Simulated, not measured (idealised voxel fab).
Herein follows the process module entitled voxel transistor to metal.
We display cut, a cross-section 145 nm in width whose square cells are each 5 nm.
A cross-section is a grid of square cells, given in bands from the top down. A band is one or more rows of cells.
Look at the band entry: it leads with the top's height and the bottom's height in nm. Then it lists the materials left to right, with a width in nm for each. The word "throughout" on a single material says that material fills the band edge to edge. The word "air" is empty space.
Measure heights from 0. That's the level where, below it, the as-received wafer is all one material. The lowest band is bottomless and extends downward; write it as in "z 0 and below".
Quick explanation for "30 to 40": the width changes in equal steps down the rows of cells, from the first number in the band's top row to the second number in its bottom row.
"no modification" for a step: no cell of the cross-section changed in that step.
In "Closed void catalog" the enclosed voids are listed, meaning empty spaces of 8 cells or larger without any opening to the top. The form is width x height at distance, distance from the left edge, units nm.
What comes after the settings on a step's line is commentary from the simulator itself on that step.
Regarding "overlay nm": on a step with a mask, it is the distance the mask lay to the right of its planned place; a negative value places it to the left.

# Below is the list of planned process steps
- 1: RECEIVE | material Si
- 2: OXIDIZE | depth nm 5
- 3: CONFORMAL_DEP | material SiN | thk nm 10
- 4: DIRECTIONAL_DEP | material aC | thk nm 10
- 5: PATTERN | tone cover | mask id ACTIVE | material resist | width nm 115 | thk nm 25 | overlay nm 0
- 6: DIRECTIONAL_ETCH | etch materials aC | depth nm 10
- 7: STRIP | etch materials resist
- 8: DIRECTIONAL_ETCH | etch materials SiN | depth nm 10
- 9: DIRECTIONAL_ETCH | etch materials SiO2 | depth nm 5
- 10: DIRECTIONAL_ETCH | etch materials Si | depth nm 20
- 11: STRIP | etch materials aC
- 12: FILL_DEP | material SiO2 | thk nm 5
- 13: CMP | height nm 10
- 14: SELECTIVE_ETCH | etch materials SiO2 | depth nm 5
- 15: STRIP | etch materials SiN
- 16: SELECTIVE_ETCH | etch materials SiO2 | depth nm 5
- 17: OXIDIZE | depth nm 5
- 18: DIRECTIONAL_DEP | material polySi | thk nm 30
- 19: DIRECTIONAL_DEP | material SiCN | thk nm 15
- 20: PATTERN | tone cover | mask id GATE | material resist | width nm 25 | thk nm 20 | overlay nm 0
- 21: DIRECTIONAL_ETCH | etch materials SiCN | depth nm 25
- 22: DIRECTIONAL_ETCH | etch materials polySi | depth nm 40
- 23: STRIP | etch materials resist
- 24: CONFORMAL_DEP | material SiN | thk nm 5
- 25: DIRECTIONAL_ETCH | etch materials SiN | depth nm 5
- 26: DIRECTIONAL_ETCH | etch materials SiO2 | depth nm 5
- 27: DIRECTIONAL_ETCH | etch materials Si | depth nm 10
- 28: EPI | material pSi | thk nm 10
- 29: FILL_DEP | material SiO2 | thk nm 5
- 30: CMP | height nm 25
- 31: STRIP | etch materials polySi
- 32: SELECTIVE_ETCH | etch materials SiO2 | depth nm 5
- 33: CONFORMAL_DEP | material HfO2 | thk nm 5
- 34: CONFORMAL_DEP | material TiN | thk nm 5
- 35: FILL_DEP | material W | thk nm 10
- 36: CMP | height nm 20
- 37: DIRECTIONAL_DEP | material SiO2 | thk nm 15
- 38: DIRECTIONAL_DEP | material aC | thk nm 15
- 39: PATTERN | tone open | mask id CONTACT | material resist | width nm 20 | pitch nm 75 | thk nm 35 | overlay nm 0
- 40: DIRECTIONAL_ETCH | etch materials aC | depth nm 15
- 41: STRIP | etch materials resist
- 42: DIRECTIONAL_ETCH | etch materials SiO2 | depth nm 45
- 43: STRIP | etch materials aC
- 44: CONFORMAL_DEP | material TiN | thk nm 5
- 45: FILL_DEP | material W | thk nm 10
- 46: CMP | height nm 35
- 47: CONFORMAL_DEP | material SiCN | thk nm 5
- 48: DIRECTIONAL_DEP | material lowk | thk nm 15
- 49: MASKED_ETCH | tone open | mask id METAL_1 | width nm 20 | pitch nm 75 | etch materials lowk | depth nm 15 | overlay nm 0
- 50: MASKED_ETCH | tone open | mask id METAL_1 | width nm 20 | pitch nm 75 | etch materials SiCN | depth nm 5 | overlay nm 0
- 51: CONFORMAL_DEP | material TiN | thk nm 5
- 52: FILL_DEP | material Ru | thk nm 10
- 53: CMP | height nm 55
- 54: EPI | material Ru | thk nm 5
- 55: FILL_DEP | material SiCN | thk nm 5

# Here's what the wafer looked like in cross-section when it arrived - that's after step 1
	z 0 and below = Si throughout
	Closed void catalog: none

# first wafer at the end, as planned
	z 65 to 60 = SiCN throughout
	z 60 to 55 = SiCN=20; Ru=30; SiCN=45; Ru=30; SiCN=20
	z 55 to 40 = lowk=25; TiN=5; Ru=10; TiN=5; lowk=55; TiN=5; Ru=10; TiN=5; lowk=25
	z 40 to 35 = SiCN=25; TiN=20; SiCN=55; TiN=20; SiCN=25
	z 35 to 20 = SiO2=25; TiN=5; W=10; TiN=5; SiO2=55; TiN=5; W=10; TiN=5; SiO2=25
	z 20 to 0 = SiO2=25; TiN=5; W=10; TiN=5; SiO2=10; SiN=5; HfO2=5; TiN=5; W=5; TiN=5; HfO2=5; SiN=5; SiO2=10; TiN=5; W=10; TiN=5; SiO2=25
	z 0 to -5 = SiO2=10; SiN=5; SiO2=10; TiN=5; W=10; TiN=5; pSi=10; SiN=5; HfO2=5; TiN=15; HfO2=5; SiN=5; pSi=10; TiN=5; W=10; TiN=5; SiO2=10; SiN=5; SiO2=10
	z -5 to -10 = SiO2=25; TiN=20; pSi=10; HfO2=35; pSi=10; TiN=20; SiO2=25
	z -10 to -20 = SiO2=15; pSi=40; Si=35; pSi=40; SiO2=15
	z -20 to -25 = SiO2=15; Si=115; SiO2=15
	z -25 and below = Si throughout
	Closed void catalog: none

# Cross-section, second wafer: same start as the first, same plan as the first, one mistake in running it; taken at the end of the module
	z 65 to 60 = SiCN throughout
	z 60 to 55 = Ru throughout
	z 55 to 50 = TiN=30; Ru=10; TiN=65; Ru=10; TiN=30
	z 50 to 40 = lowk=25; TiN=5; Ru=10; TiN=5; lowk=55; TiN=5; Ru=10; TiN=5; lowk=25
	z 40 to 35 = SiCN=25; TiN=20; SiCN=55; TiN=20; SiCN=25
	z 35 to 20 = SiO2=25; TiN=5; W=10; TiN=5; SiO2=55; TiN=5; W=10; TiN=5; SiO2=25
	z 20 to 0 = SiO2=25; TiN=5; W=10; TiN=5; SiO2=10; SiN=5; HfO2=5; TiN=5; W=5; TiN=5; HfO2=5; SiN=5; SiO2=10; TiN=5; W=10; TiN=5; SiO2=25
	z 0 to -5 = SiO2=10; SiN=5; SiO2=10; TiN=5; W=10; TiN=5; pSi=10; SiN=5; HfO2=5; TiN=15; HfO2=5; SiN=5; pSi=10; TiN=5; W=10; TiN=5; SiO2=10; SiN=5; SiO2=10
	z -5 to -10 = SiO2=25; TiN=20; pSi=10; HfO2=35; pSi=10; TiN=20; SiO2=25
	z -10 to -20 = SiO2=15; pSi=40; Si=35; pSi=40; SiO2=15
	z -20 to -25 = SiO2=15; Si=115; SiO2=15
	z -25 and below = Si throughout
	Closed void catalog: none
what went wrong: step 48 ran as: DIRECTIONAL_DEP | material lowk | thk nm 10
Heads up, by the end the second wafer has more or fewer cells of some materials compared to the first: Ru +17; SiCN -17; TiN +21; lowk -21
